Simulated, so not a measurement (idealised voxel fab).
The process module that follows is named voxel wiring stack.
Square cell edge 5 nm, section width 280 nm, ID cut.
We lay out every cross-section as a grid of square cells and spell it out in bands from the top down, where one band means one or more rows of cells. Each band's line starts with the height of the band's top and of its bottom, in nm. Then come its materials from left to right, each with its width in nm. One material with "full width" fills the band from edge to edge. "blank" is empty space. For the purposes of this specification, 0 denotes the height below which the wafer in its as-received condition is composed wholly of one material, and the lowermost band, lacking a lower limit, extends downward without end, as expressed in "from 0 down". Width: "30 to 40" (first number = top row, second number = bottom row, same change from row to row of cells). Take "no modification" at face value: in the step it is given for, the cross-section changed in none of its cells. If an empty space has no open way to the top and is at least 8 cells in size, "Closed-off voids" lists it, written width x height at distance, where distance is measured from the left edge and every value is in nm. Where a step's line continues beyond its settings, the continuation is a remark by the simulator itself on that step. The "overlay nm" setting may appear on a step's line; for a step that uses a mask, it gives how far to the right of its planned position the mask lay, and a negative value indicates the left. How should the pairs below be read? Each gives the cross-section before one process step and the cross-section after it, the latter drawn only to the lowest band that changed; the step that lies between them, with its settings, appears under the pair. Does a pair pick up where the pair above left off? Only where its entry headed "Ahead of processing" says so, since pairs can come from different runs of this module on the same starting wafer.

Ahead of processing
> from 130 to 120 | 65 of aC | 25 of blank | 15 of aC | 25 of blank | 15 of aC | 25 of blank | 15 of aC | 25 of blank | 70 of aC
> from 120 to 95 | 65 of lowk | 15 of blank | 25 of lowk | 15 of blank | 25 of lowk | 15 of blank | 25 of lowk | 15 of blank | 80 of lowk
> from 95 to 90 | SiCN full width
> from 90 to 80 | Cu full width
> from 80 to 75 | 70 of TiN | 15 of Cu | 25 of TiN | 15 of Cu | 25 of TiN | 15 of Cu | 25 of TiN | 15 of Cu | 75 of TiN
> from 75 to 65 | 65 of SiO2 | 5 of TiN | 15 of Cu | 5 of TiN | 15 of SiO2 | 5 of TiN | 15 of Cu | 5 of TiN | 15 of SiO2 | 5 of TiN | 15 of Cu | 5 of TiN | 15 of SiO2 | 5 of TiN | 15 of Cu | 5 of TiN | 70 of SiO2
> from 65 to 60 | 65 of SiO2 | 5 of TiN | 5 of Cu | 15 of TiN | 15 of SiO2 | 5 of TiN | 5 of Cu | 15 of TiN | 15 of SiO2 | 5 of TiN | 5 of Cu | 15 of TiN | 15 of SiO2 | 5 of TiN | 5 of Cu | 15 of TiN | 70 of SiO2
> from 60 to 45 | 65 of SiO2 | 5 of TiN | 5 of Cu | 5 of TiN | 25 of SiO2 | 5 of TiN | 5 of Cu | 5 of TiN | 25 of SiO2 | 5 of TiN | 5 of Cu | 5 of TiN | 25 of SiO2 | 5 of TiN | 5 of Cu | 5 of TiN | 80 of SiO2
> from 45 to 40 | 65 of SiCN | 15 of TiN | 25 of SiCN | 15 of TiN | 25 of SiCN | 15 of TiN | 25 of SiCN | 15 of TiN | 80 of SiCN
> from 40 to 15 | 65 of lowk | 5 of TiN | 15 of W | 5 of TiN | 15 of lowk | 5 of TiN | 15 of W | 5 of TiN | 15 of lowk | 5 of TiN | 15 of W | 5 of TiN | 15 of lowk | 5 of TiN | 15 of W | 5 of TiN | 70 of lowk
> from 15 to 10 | 65 of SiN | 25 of TiN | 15 of SiN | 25 of TiN | 15 of SiN | 25 of TiN | 15 of SiN | 25 of TiN | 70 of SiN
> from 10 to 0 | SiO2 full width
> from 0 down | Si full width
> Closed-off voids: none

Cross-Section Thereafter
> from 130 to 120 | 65 of aC | 25 of blank | 15 of aC | 25 of blank | 15 of aC | 25 of blank | 15 of aC | 25 of blank | 70 of aC
> from 120 to 105 | 65 of lowk | 25 of blank | 15 of lowk | 25 of blank | 15 of lowk | 25 of blank | 15 of lowk | 25 of blank | 70 of lowk
> Whatever lies below 105 is exactly as it was before.
> Closed-off voids: none
The before and after cross-sections above differ by one step: DIRECTIONAL_ETCH, etch materials lowk, depth nm 15

Ahead of processing: identical to the post-step cross-section of the immediately preceding pair.

Cross-Section Thereafter
> from 130 to 120 | 65 of aC | 25 of blank | 15 of aC | 25 of blank | 15 of aC | 25 of blank | 15 of aC | 25 of blank | 70 of aC
> from 120 to 105 | 65 of lowk | 25 of blank | 15 of lowk | 25 of blank | 15 of lowk | 25 of blank | 15 of lowk | 25 of blank | 70 of lowk
> from 105 to 95 | 65 of lowk | 15 of blank | 25 of lowk | 15 of blank | 25 of lowk | 15 of blank | 25 of lowk | 15 of blank | 80 of lowk
> from 95 to 90 | 65 of SiCN | 15 of blank | 25 of SiCN | 15 of blank | 25 of SiCN | 15 of blank | 25 of SiCN | 15 of blank | 80 of SiCN
> Whatever lies below 90 is exactly as it was before.
> Closed-off voids: none
The before and after cross-sections above differ by one step: DIRECTIONAL_ETCH, etch materials SiCN, depth nm 5

Ahead of processing: identical to the post-step cross-section of the immediately preceding pair.

Cross-Section Thereafter
> from 120 to 105 | 65 of lowk | 25 of blank | 15 of lowk | 25 of blank | 15 of lowk | 25 of blank | 15 of lowk | 25 of blank | 70 of lowk
> Whatever lies below 105 is exactly as it was before.
> Closed-off voids: none
The before and after cross-sections above differ by one step: STRIP, etch materials aC

Ahead of processing: identical to the post-step cross-section of the immediately preceding pair.

Cross-Section Thereafter
> from 125 to 120 | 70 of TiN | 15 of blank | 25 of TiN | 15 of blank | 25 of TiN | 15 of blank | 25 of TiN | 15 of blank | 75 of TiN
> from 120 to 110 | 65 of lowk | 5 of TiN | 15 of blank | 5 of TiN | 15 of lowk | 5 of TiN | 15 of blank | 5 of TiN | 15 of lowk | 5 of TiN | 15 of blank | 5 of TiN | 15 of lowk | 5 of TiN | 15 of blank | 5 of TiN | 70 of lowk
> from 110 to 105 | 65 of lowk | 5 of TiN | 5 of blank | 15 of TiN | 15 of lowk | 5 of TiN | 5 of blank | 15 of TiN | 15 of lowk | 5 of TiN | 5 of blank | 15 of TiN | 15 of lowk | 5 of TiN | 5 of blank | 15 of TiN | 70 of lowk
> from 105 to 95 | 65 of lowk | 5 of TiN | 5 of blank | 5 of TiN | 25 of lowk | 5 of TiN | 5 of blank | 5 of TiN | 25 of lowk | 5 of TiN | 5 of blank | 5 of TiN | 25 of lowk | 5 of TiN | 5 of blank | 5 of TiN | 80 of lowk
> from 95 to 90 | 65 of SiCN | 15 of TiN | 25 of SiCN | 15 of TiN | 25 of SiCN | 15 of TiN | 25 of SiCN | 15 of TiN | 80 of SiCN
> Whatever lies below 90 is exactly as it was before.
> Closed-off voids: none
The before and after cross-sections above differ by one step: CONFORMAL_DEP, material TiN, thk nm 5

Ahead of processing: identical to the post-step cross-section of the immediately preceding pair.

Cross-Section Thereafter
> from 135 to 125 | Cu full width
> from 125 to 120 | 70 of TiN | 15 of Cu | 25 of TiN | 15 of Cu | 25 of TiN | 15 of Cu | 25 of TiN | 15 of Cu | 75 of TiN
> from 120 to 110 | 65 of lowk | 5 of TiN | 15 of Cu | 5 of TiN | 15 of lowk | 5 of TiN | 15 of Cu | 5 of TiN | 15 of lowk | 5 of TiN | 15 of Cu | 5 of TiN | 15 of lowk | 5 of TiN | 15 of Cu | 5 of TiN | 70 of lowk
> from 110 to 105 | 65 of lowk | 5 of TiN | 5 of Cu | 15 of TiN | 15 of lowk | 5 of TiN | 5 of Cu | 15 of TiN | 15 of lowk | 5 of TiN | 5 of Cu | 15 of TiN | 15 of lowk | 5 of TiN | 5 of Cu | 15 of TiN | 70 of lowk
> from 105 to 95 | 65 of lowk | 5 of TiN | 5 of Cu | 5 of TiN | 25 of lowk | 5 of TiN | 5 of Cu | 5 of TiN | 25 of lowk | 5 of TiN | 5 of Cu | 5 of TiN | 25 of lowk | 5 of TiN | 5 of Cu | 5 of TiN | 80 of lowk
> Whatever lies below 95 is exactly as it was before.
> Closed-off voids: none
The before and after cross-sections above differ by one step: FILL_DEP, material Cu, thk nm 10

Ahead of processing: identical to the post-step cross-section of the immediately preceding pair.

Cross-Section Thereafter
> from 105 to 95 | 65 of lowk | 5 of TiN | 5 of Cu | 5 of TiN | 25 of lowk | 5 of TiN | 5 of Cu | 5 of TiN | 25 of lowk | 5 of TiN | 5 of Cu | 5 of TiN | 25 of lowk | 5 of TiN | 5 of Cu | 5 of TiN | 80 of lowk
> Whatever lies below 95 is exactly as it was before.
> Closed-off voids: none
The before and after cross-sections above differ by one step: CMP, height nm 105

Ahead of processing: identical to the post-step cross-section of the immediately preceding pair.

Cross-Section Thereafter
> from 110 to 105 | SiCN full width
> Whatever lies below 105 is exactly as it was before.
> Closed-off voids: none
The before and after cross-sections above differ by one step: CONFORMAL_DEP, material SiCN, thk nm 5

Ahead of processing
> from 75 to 45 | SiO2 full width
> from 45 to 40 | SiCN full width
> from 40 to 15 | 65 of lowk | 5 of TiN | 15 of W | 5 of TiN | 15 of lowk | 5 of TiN | 15 of W | 5 of TiN | 15 of lowk | 5 of TiN | 15 of W | 5 of TiN | 15 of lowk | 5 of TiN | 15 of W | 5 of TiN | 70 of lowk
> from 15 to 10 | 65 of SiN | 25 of TiN | 15 of SiN | 25 of TiN | 15 of SiN | 25 of TiN | 15 of SiN | 25 of TiN | 70 of SiN
> from 10 to 0 | SiO2 full width
> from 0 down | Si full width
> Closed-off voids: none

Cross-Section Thereafter
> from 105 to 45 | SiO2 full width
> Whatever lies below 45 is exactly as it was before.
> Closed-off voids: none
The before and after cross-sections above differ by one step: DIRECTIONAL_DEP, material SiO2, thk nm 30

Ahead of processing: identical to the post-step cross-section of the immediately preceding pair.

Cross-Section Thereafter
> from 125 to 105 | 65 of resist | 15 of blank | 25 of resist | 15 of blank | 25 of resist | 15 of blank | 25 of resist | 15 of blank | 80 of resist
> Whatever lies below 105 is exactly as it was before.
> Closed-off voids: none
The before and after cross-sections above differ by one step: PATTERN, tone open, mask id METAL_2_HOLES, material resist, width nm 15, pitch nm 40, thk nm 20, overlay nm 0

Ahead of processing: identical to the post-step cross-section of the immediately preceding pair.

Cross-Section Thereafter
> from 125 to 105 | 65 of resist | 15 of blank | 25 of resist | 15 of blank | 25 of resist | 15 of blank | 25 of resist | 15 of blank | 80 of resist
> from 105 to 75 | 65 of SiO2 | 15 of blank | 25 of SiO2 | 15 of blank | 25 of SiO2 | 15 of blank | 25 of SiO2 | 15 of blank | 80 of SiO2
> Whatever lies below 75 is exactly as it was before.
> Closed-off voids: none
The before and after cross-sections above differ by one step: DIRECTIONAL_ETCH, etch materials SiO2, depth nm 30

Ahead of processing: identical to the post-step cross-section of the immediately preceding pair.

Cross-Section Thereafter
> from 105 to 75 | 65 of SiO2 | 15 of blank | 25 of SiO2 | 15 of blank | 25 of SiO2 | 15 of blank | 25 of SiO2 | 15 of blank | 80 of SiO2
> Whatever lies below 75 is exactly as it was before.
> Closed-off voids: none
The before and after cross-sections above differ by one step: STRIP, etch materials resist

Ahead of processing: identical to the post-step cross-section of the immediately preceding pair.

Cross-Section Thereafter
> from 120 to 105 | 65 of aC | 15 of blank | 25 of aC | 15 of blank | 25 of aC | 15 of blank | 25 of aC | 15 of blank | 80 of aC
> from 105 to 90 | 65 of SiO2 | 15 of blank | 25 of SiO2 | 15 of blank | 25 of SiO2 | 15 of blank | 25 of SiO2 | 15 of blank | 80 of SiO2
> from 90 to 75 | 65 of SiO2 | 15 of aC | 25 of SiO2 | 15 of aC | 25 of SiO2 | 15 of aC | 25 of SiO2 | 15 of aC | 80 of SiO2
> Whatever lies below 75 is exactly as it was before.
> Closed-off voids: none
The before and after cross-sections above differ by one step: DIRECTIONAL_DEP, material aC, thk nm 15

Ahead of processing: identical to the post-step cross-section of the immediately preceding pair.

Cross-Section Thereafter
> from 150 to 120 | 65 of resist | 25 of blank | 15 of resist | 25 of blank | 15 of resist | 25 of blank | 15 of resist | 25 of blank | 70 of resist
> Whatever lies below 120 is exactly as it was before.
> Closed-off voids: none
The before and after cross-sections above differ by one step: PATTERN, tone open, mask id METAL_2, material resist, width nm 25, pitch nm 40, thk nm 30, overlay nm 0

Ahead of processing: identical to the post-step cross-section of the immediately preceding pair.

Cross-Section Thereafter
> from 135 to 120 | 65 of resist | 25 of blank | 15 of resist | 25 of blank | 15 of resist | 25 of blank | 15 of resist | 25 of blank | 70 of resist
> from 120 to 105 | 65 of aC | 25 of blank | 15 of aC | 25 of blank | 15 of aC | 25 of blank | 15 of aC | 25 of blank | 70 of aC
> from 105 to 75 | 65 of SiO2 | 15 of blank | 25 of SiO2 | 15 of blank | 25 of SiO2 | 15 of blank | 25 of SiO2 | 15 of blank | 80 of SiO2
> Whatever lies below 75 is exactly as it was before.
> Closed-off voids: none
The before and after cross-sections above differ by one step: DIRECTIONAL_ETCH, etch materials aC, depth nm 15

Ahead of processing: identical to the post-step cross-section of the immediately preceding pair.

Cross-Section Thereafter
> from 120 to 105 | 65 of aC | 25 of blank | 15 of aC | 25 of blank | 15 of aC | 25 of blank | 15 of aC | 25 of blank | 70 of aC
> Whatever lies below 105 is exactly as it was before.
> Closed-off voids: none
The before and after cross-sections above differ by one step: STRIP, etch materials resist

Ahead of processing: identical to the post-step cross-section of the immediately preceding pair.

Cross-Section Thereafter
> from 120 to 105 | 65 of aC | 25 of blank | 15 of aC | 25 of blank | 15 of aC | 25 of blank | 15 of aC | 25 of blank | 70 of aC
> from 105 to 90 | 65 of SiO2 | 25 of blank | 15 of SiO2 | 25 of blank | 15 of SiO2 | 25 of blank | 15 of SiO2 | 25 of blank | 70 of SiO2
> from 90 to 60 | 65 of SiO2 | 15 of blank | 25 of SiO2 | 15 of blank | 25 of SiO2 | 15 of blank | 25 of SiO2 | 15 of blank | 80 of SiO2
> Whatever lies below 60 is exactly as it was before.
> Closed-off voids: none
The before and after cross-sections above differ by one step: DIRECTIONAL_ETCH, etch materials SiO2, depth nm 15

Ahead of processing: identical to the post-step cross-section of the immediately preceding pair.

Cross-Section Thereafter
> from 105 to 90 | 65 of SiO2 | 25 of blank | 15 of SiO2 | 25 of blank | 15 of SiO2 | 25 of blank | 15 of SiO2 | 25 of blank | 70 of SiO2
> Whatever lies below 90 is exactly as it was before.
> Closed-off voids: none
The before and after cross-sections above differ by one step: STRIP, etch materials aC

Ahead of processing: identical to the post-step cross-section of the immediately preceding pair.

Cross-Section Thereafter
> from 110 to 105 | 70 of TiN | 15 of blank | 25 of TiN | 15 of blank | 25 of TiN | 15 of blank | 25 of TiN | 15 of blank | 75 of TiN
> from 105 to 95 | 65 of SiO2 | 5 of TiN | 15 of blank | 5 of TiN | 15 of SiO2 | 5 of TiN | 15 of blank | 5 of TiN | 15 of SiO2 | 5 of TiN | 15 of blank | 5 of TiN | 15 of SiO2 | 5 of TiN | 15 of blank | 5 of TiN | 70 of SiO2
> from 95 to 90 | 65 of SiO2 | 5 of TiN | 5 of blank | 15 of TiN | 15 of SiO2 | 5 of TiN | 5 of blank | 15 of TiN | 15 of SiO2 | 5 of TiN | 5 of blank | 15 of TiN | 15 of SiO2 | 5 of TiN | 5 of blank | 15 of TiN | 70 of SiO2
> from 90 to 65 | 65 of SiO2 | 5 of TiN | 5 of blank | 5 of TiN | 25 of SiO2 | 5 of TiN | 5 of blank | 5 of TiN | 25 of SiO2 | 5 of TiN | 5 of blank | 5 of TiN | 25 of SiO2 | 5 of TiN | 5 of blank | 5 of TiN | 80 of SiO2
> from 65 to 60 | 65 of SiO2 | 15 of TiN | 25 of SiO2 | 15 of TiN | 25 of SiO2 | 15 of TiN | 25 of SiO2 | 15 of TiN | 80 of SiO2
> Whatever lies below 60 is exactly as it was before.
> Closed-off voids: none
The before and after cross-sections above differ by one step: CONFORMAL_DEP, material TiN, thk nm 5

Ahead of processing: identical to the post-step cross-section of the immediately preceding pair.

Cross-Section Thereafter
> from 120 to 110 | Cu full width
> from 110 to 105 | 70 of TiN | 15 of Cu | 25 of TiN | 15 of Cu | 25 of TiN | 15 of Cu | 25 of TiN | 15 of Cu | 75 of TiN
> from 105 to 95 | 65 of SiO2 | 5 of TiN | 15 of Cu | 5 of TiN | 15 of SiO2 | 5 of TiN | 15 of Cu | 5 of TiN | 15 of SiO2 | 5 of TiN | 15 of Cu | 5 of TiN | 15 of SiO2 | 5 of TiN | 15 of Cu | 5 of TiN | 70 of SiO2
> from 95 to 90 | 65 of SiO2 | 5 of TiN | 5 of Cu | 15 of TiN | 15 of SiO2 | 5 of TiN | 5 of Cu | 15 of TiN | 15 of SiO2 | 5 of TiN | 5 of Cu | 15 of TiN | 15 of SiO2 | 5 of TiN | 5 of Cu | 15 of TiN | 70 of SiO2
> from 90 to 65 | 65 of SiO2 | 5 of TiN | 5 of Cu | 5 of TiN | 25 of SiO2 | 5 of TiN | 5 of Cu | 5 of TiN | 25 of SiO2 | 5 of TiN | 5 of Cu | 5 of TiN | 25 of SiO2 | 5 of TiN | 5 of Cu | 5 of TiN | 80 of SiO2
> Whatever lies below 65 is exactly as it was before.
> Closed-off voids: none
The before and after cross-sections above differ by one step: FILL_DEP, material Cu, thk nm 10

Ahead of processing: identical to the post-step cross-section of the immediately preceding pair.

Cross-Section Thereafter
> from 75 to 65 | 65 of SiO2 | 5 of TiN | 5 of Cu | 5 of TiN | 25 of SiO2 | 5 of TiN | 5 of Cu | 5 of TiN | 25 of SiO2 | 5 of TiN | 5 of Cu | 5 of TiN | 25 of SiO2 | 5 of TiN | 5 of Cu | 5 of TiN | 80 of SiO2
> Whatever lies below 65 is exactly as it was before.
> Closed-off voids: none
The before and after cross-sections above differ by one step: CMP, height nm 75

Ahead of processing: identical to the post-step cross-section of the immediately preceding pair.

Cross-Section Thereafter
> from 80 to 75 | SiCN full width
> Whatever lies below 75 is exactly as it was before.
> Closed-off voids: none
The before and after cross-sections above differ by one step: CONFORMAL_DEP, material SiCN, thk nm 5

Ahead of processing: identical to the post-step cross-section of the immediately preceding pair.

Cross-Section Thereafter
> from 105 to 80 | lowk full width
> Whatever lies below 80 is exactly as it was before.
> Closed-off voids: none
The before and after cross-sections above differ by one step: DIRECTIONAL_DEP, material lowk, thk nm 25

Ahead of processing: identical to the post-step cross-section of the immediately preceding pair.

Cross-Section Thereafter
> from 125 to 105 | 65 of resist | 15 of blank | 25 of resist | 15 of blank | 25 of resist | 15 of blank | 25 of resist | 15 of blank | 80 of resist
> Whatever lies below 105 is exactly as it was before.
> Closed-off voids: none
The before and after cross-sections above differ by one step: PATTERN, tone open, mask id METAL_3_HOLES, material resist, width nm 15, pitch nm 40, thk nm 20, overlay nm 0

Ahead of processing: identical to the post-step cross-section of the immediately preceding pair.

Cross-Section Thereafter
> from 125 to 105 | 65 of resist | 15 of blank | 25 of resist | 15 of blank | 25 of resist | 15 of blank | 25 of resist | 15 of blank | 80 of resist
> from 105 to 80 | 65 of lowk | 15 of blank | 25 of lowk | 15 of blank | 25 of lowk | 15 of blank | 25 of lowk | 15 of blank | 80 of lowk
> Whatever lies below 80 is exactly as it was before.
> Closed-off voids: none
The before and after cross-sections above differ by one step: DIRECTIONAL_ETCH, etch materials lowk, depth nm 25

Ahead of processing: identical to the post-step cross-section of the immediately preceding pair.

Cross-Section Thereafter
> from 105 to 80 | 65 of lowk | 15 of blank | 25 of lowk | 15 of blank | 25 of lowk | 15 of blank | 25 of lowk | 15 of blank | 80 of lowk
> Whatever lies below 80 is exactly as it was before.
> Closed-off voids: none
The before and after cross-sections above differ by one step: STRIP, etch materials resist

Ahead of processing: identical to the post-step cross-section of the immediately preceding pair.

Cross-Section Thereafter
> from 115 to 105 | 65 of aC | 15 of blank | 25 of aC | 15 of blank | 25 of aC | 15 of blank | 25 of aC | 15 of blank | 80 of aC
> from 105 to 90 | 65 of lowk | 15 of blank | 25 of lowk | 15 of blank | 25 of lowk | 15 of blank | 25 of lowk | 15 of blank | 80 of lowk
> from 90 to 80 | 65 of lowk | 15 of aC | 25 of lowk | 15 of aC | 25 of lowk | 15 of aC | 25 of lowk | 15 of aC | 80 of lowk
> Whatever lies below 80 is exactly as it was before.
> Closed-off voids: none
The before and after cross-sections above differ by one step: DIRECTIONAL_DEP, material aC, thk nm 10

Ahead of processing: identical to the post-step cross-section of the immediately preceding pair.

Cross-Section Thereafter
> from 145 to 115 | 65 of resist | 25 of blank | 15 of resist | 25 of blank | 15 of resist | 25 of blank | 15 of resist | 25 of blank | 70 of resist
> Whatever lies below 115 is exactly as it was before.
> Closed-off voids: none
The before and after cross-sections above differ by one step: PATTERN, tone open, mask id METAL_3, material resist, width nm 25, pitch nm 40, thk nm 30, overlay nm 0

Ahead of processing: identical to the post-step cross-section of the immediately preceding pair.

Cross-Section Thereafter
> from 135 to 115 | 65 of resist | 25 of blank | 15 of resist | 25 of blank | 15 of resist | 25 of blank | 15 of resist | 25 of blank | 70 of resist
> from 115 to 105 | 65 of aC | 25 of blank | 15 of aC | 25 of blank | 15 of aC | 25 of blank | 15 of aC | 25 of blank | 70 of aC
> from 105 to 80 | 65 of lowk | 15 of blank | 25 of lowk | 15 of blank | 25 of lowk | 15 of blank | 25 of lowk | 15 of blank | 80 of lowk
> Whatever lies below 80 is exactly as it was before.
> Closed-off voids: none
The before and after cross-sections above differ by one step: DIRECTIONAL_ETCH, etch materials aC, depth nm 10

Ahead of processing: identical to the post-step cross-section of the immediately preceding pair.

Cross-Section Thereafter
> from 115 to 105 | 65 of aC | 25 of blank | 15 of aC | 25 of blank | 15 of aC | 25 of blank | 15 of aC | 25 of blank | 70 of aC
> Whatever lies below 105 is exactly as it was before.
> Closed-off voids: none
The before and after cross-sections above differ by one step: STRIP, etch materials resist

Ahead of processing: identical to the post-step cross-section of the immediately preceding pair.

Cross-Section Thereafter
> from 115 to 105 | 65 of aC | 25 of blank | 15 of aC | 25 of blank | 15 of aC | 25 of blank | 15 of aC | 25 of blank | 70 of aC
> from 105 to 90 | 65 of lowk | 25 of blank | 15 of lowk | 25 of blank | 15 of lowk | 25 of blank | 15 of lowk | 25 of blank | 70 of lowk
> Whatever lies below 90 is exactly as it was before.
> Closed-off voids: none
The before and after cross-sections above differ by one step: DIRECTIONAL_ETCH, etch materials lowk, depth nm 15

Ahead of processing: identical to the post-step cross-section of the immediately preceding pair.

Cross-Section Thereafter
> from 115 to 105 | 65 of aC | 25 of blank | 15 of aC | 25 of blank | 15 of aC | 25 of blank | 15 of aC | 25 of blank | 70 of aC
> from 105 to 90 | 65 of lowk | 25 of blank | 15 of lowk | 25 of blank | 15 of lowk | 25 of blank | 15 of lowk | 25 of blank | 70 of lowk
> from 90 to 80 | 65 of lowk | 15 of blank | 25 of lowk | 15 of blank | 25 of lowk | 15 of blank | 25 of lowk | 15 of blank | 80 of lowk
> from 80 to 75 | 65 of SiCN | 15 of blank | 25 of SiCN | 15 of blank | 25 of SiCN | 15 of blank | 25 of SiCN | 15 of blank | 80 of SiCN
> Whatever lies below 75 is exactly as it was before.
> Closed-off voids: none
The before and after cross-sections above differ by one step: DIRECTIONAL_ETCH, etch materials SiCN, depth nm 5

Ahead of processing: identical to the post-step cross-section of the immediately preceding pair.

Cross-Section Thereafter
> from 105 to 90 | 65 of lowk | 25 of blank | 15 of lowk | 25 of blank | 15 of lowk | 25 of blank | 15 of lowk | 25 of blank | 70 of lowk
> Whatever lies below 90 is exactly as it was before.
> Closed-off voids: none
The before and after cross-sections above differ by one step: STRIP, etch materials aC

Ahead of processing: identical to the post-step cross-section of the immediately preceding pair.

Cross-Section Thereafter
> from 110 to 105 | 70 of TiN | 15 of blank | 25 of TiN | 15 of blank | 25 of TiN | 15 of blank | 25 of TiN | 15 of blank | 75 of TiN
> from 105 to 95 | 65 of lowk | 5 of TiN | 15 of blank | 5 of TiN | 15 of lowk | 5 of TiN | 15 of blank | 5 of TiN | 15 of lowk | 5 of TiN | 15 of blank | 5 of TiN | 15 of lowk | 5 of TiN | 15 of blank | 5 of TiN | 70 of lowk
> from 95 to 90 | 65 of lowk | 5 of TiN | 5 of blank | 15 of TiN | 15 of lowk | 5 of TiN | 5 of blank | 15 of TiN | 15 of lowk | 5 of TiN | 5 of blank | 15 of TiN | 15 of lowk | 5 of TiN | 5 of blank | 15 of TiN | 70 of lowk
> from 90 to 80 | 65 of lowk | 5 of TiN | 5 of blank | 5 of TiN | 25 of lowk | 5 of TiN | 5 of blank | 5 of TiN | 25 of lowk | 5 of TiN | 5 of blank | 5 of TiN | 25 of lowk | 5 of TiN | 5 of blank | 5 of TiN | 80 of lowk
> from 80 to 75 | 65 of SiCN | 15 of TiN | 25 of SiCN | 15 of TiN | 25 of SiCN | 15 of TiN | 25 of SiCN | 15 of TiN | 80 of SiCN
> Whatever lies below 75 is exactly as it was before.
> Closed-off voids: none
The before and after cross-sections above differ by one step: CONFORMAL_DEP, material TiN, thk nm 5

Ahead of processing: identical to the post-step cross-section of the immediately preceding pair.

Cross-Section Thereafter
> from 120 to 110 | Cu full width
> from 110 to 105 | 70 of TiN | 15 of Cu | 25 of TiN | 15 of Cu | 25 of TiN | 15 of Cu | 25 of TiN | 15 of Cu | 75 of TiN
> from 105 to 95 | 65 of lowk | 5 of TiN | 15 of Cu | 5 of TiN | 15 of lowk | 5 of TiN | 15 of Cu | 5 of TiN | 15 of lowk | 5 of TiN | 15 of Cu | 5 of TiN | 15 of lowk | 5 of TiN | 15 of Cu | 5 of TiN | 70 of lowk
> from 95 to 90 | 65 of lowk | 5 of TiN | 5 of Cu | 15 of TiN | 15 of lowk | 5 of TiN | 5 of Cu | 15 of TiN | 15 of lowk | 5 of TiN | 5 of Cu | 15 of TiN | 15 of lowk | 5 of TiN | 5 of Cu | 15 of TiN | 70 of lowk
> from 90 to 80 | 65 of lowk | 5 of TiN | 5 of Cu | 5 of TiN | 25 of lowk | 5 of TiN | 5 of Cu | 5 of TiN | 25 of lowk | 5 of TiN | 5 of Cu | 5 of TiN | 25 of lowk | 5 of TiN | 5 of Cu | 5 of TiN | 80 of lowk
> Whatever lies below 80 is exactly as it was before.
> Closed-off voids: none
The before and after cross-sections above differ by one step: FILL_DEP, material Cu, thk nm 10

Ahead of processing: identical to the post-step cross-section of the immediately preceding pair.

Cross-Section Thereafter
> from 105 to 95 | 65 of lowk | 5 of TiN | 15 of Cu | 5 of TiN | 15 of lowk | 5 of TiN | 15 of Cu | 5 of TiN | 15 of lowk | 5 of TiN | 15 of Cu | 5 of TiN | 15 of lowk | 5 of TiN | 15 of Cu | 5 of TiN | 70 of lowk
> Whatever lies below 95 is exactly as it was before.
> Closed-off voids: none
The before and after cross-sections above differ by one step: CMP, height nm 105

Ahead of processing: identical to the post-step cross-section of the immediately preceding pair.

Cross-Section Thereafter
> from 110 to 105 | SiCN full width
> Whatever lies below 105 is exactly as it was before.
> Closed-off voids: none
The before and after cross-sections above differ by one step: CONFORMAL_DEP, material SiCN, thk nm 5

Ahead of processing
> from 40 to 15 | 65 of lowk | 5 of TiN | 15 of W | 5 of TiN | 15 of lowk | 5 of TiN | 15 of W | 5 of TiN | 15 of lowk | 5 of TiN | 15 of W | 5 of TiN | 15 of lowk | 5 of TiN | 15 of W | 5 of TiN | 70 of lowk
> from 15 to 10 | 65 of SiN | 25 of TiN | 15 of SiN | 25 of TiN | 15 of SiN | 25 of TiN | 15 of SiN | 25 of TiN | 70 of SiN
> from 10 to 0 | SiO2 full width
> from 0 down | Si full width
> Closed-off voids: none

Cross-Section Thereafter
> from 70 to 40 | SiO2 full width
> Whatever lies below 40 is exactly as it was before.
> Closed-off voids: none
The before and after cross-sections above differ by one step: DIRECTIONAL_DEP, material SiO2, thk nm 30

Ahead of processing: identical to the post-step cross-section of the immediately preceding pair.

Cross-Section Thereafter
> from 75 to 70 | SiCN full width
> Whatever lies below 70 is exactly as it was before.
> Closed-off voids: none
The before and after cross-sections above differ by one step: CONFORMAL_DEP, material SiCN, thk nm 5

Ahead of processing: identical to the post-step cross-section of the immediately preceding pair.

Cross-Section Thereafter
> from 95 to 75 | 65 of resist | 15 of blank | 25 of resist | 15 of blank | 25 of resist | 15 of blank | 25 of resist | 15 of blank | 80 of resist
> Whatever lies below 75 is exactly as it was before.
> Closed-off voids: none
The before and after cross-sections above differ by one step: PATTERN, tone open, mask id METAL_2_HOLES, material resist, width nm 15, pitch nm 40, thk nm 20, overlay nm 0

Ahead of processing: identical to the post-step cross-section of the immediately preceding pair.

Cross-Section Thereafter
> from 75 to 70 | SiCN full width
> Whatever lies below 70 is exactly as it was before.
> Closed-off voids: none
The before and after cross-sections above differ by one step: STRIP, etch materials resist

Ahead of processing: identical to the post-step cross-section of the immediately preceding pair.

Cross-Section Thereafter
> from 90 to 75 | aC full width
> Whatever lies below 75 is exactly as it was before.
> Closed-off voids: none
The before and after cross-sections above differ by one step: DIRECTIONAL_DEP, material aC, thk nm 15

Ahead of processing: identical to the post-step cross-section of the immediately preceding pair.

Cross-Section Thereafter
> from 120 to 90 | 65 of resist | 25 of blank | 15 of resist | 25 of blank | 15 of resist | 25 of blank | 15 of resist | 25 of blank | 70 of resist
> Whatever lies below 90 is exactly as it was before.
> Closed-off voids: none
The before and after cross-sections above differ by one step: PATTERN, tone open, mask id METAL_2, material resist, width nm 25, pitch nm 40, thk nm 30, overlay nm 0

Ahead of processing: identical to the post-step cross-section of the immediately preceding pair.

Cross-Section Thereafter
> from 105 to 90 | 65 of resist | 25 of blank | 15 of resist | 25 of blank | 15 of resist | 25 of blank | 15 of resist | 25 of blank | 70 of resist
> from 90 to 75 | 65 of aC | 25 of blank | 15 of aC | 25 of blank | 15 of aC | 25 of blank | 15 of aC | 25 of blank | 70 of aC
> Whatever lies below 75 is exactly as it was before.
> Closed-off voids: none
The before and after cross-sections above differ by one step: DIRECTIONAL_ETCH, etch materials aC, depth nm 15

Ahead of processing: identical to the post-step cross-section of the immediately preceding pair.

Cross-Section Thereafter
> from 90 to 75 | 65 of aC | 25 of blank | 15 of aC | 25 of blank | 15 of aC | 25 of blank | 15 of aC | 25 of blank | 70 of aC
> Whatever lies below 75 is exactly as it was before.
> Closed-off voids: none
The before and after cross-sections above differ by one step: STRIP, etch materials resist
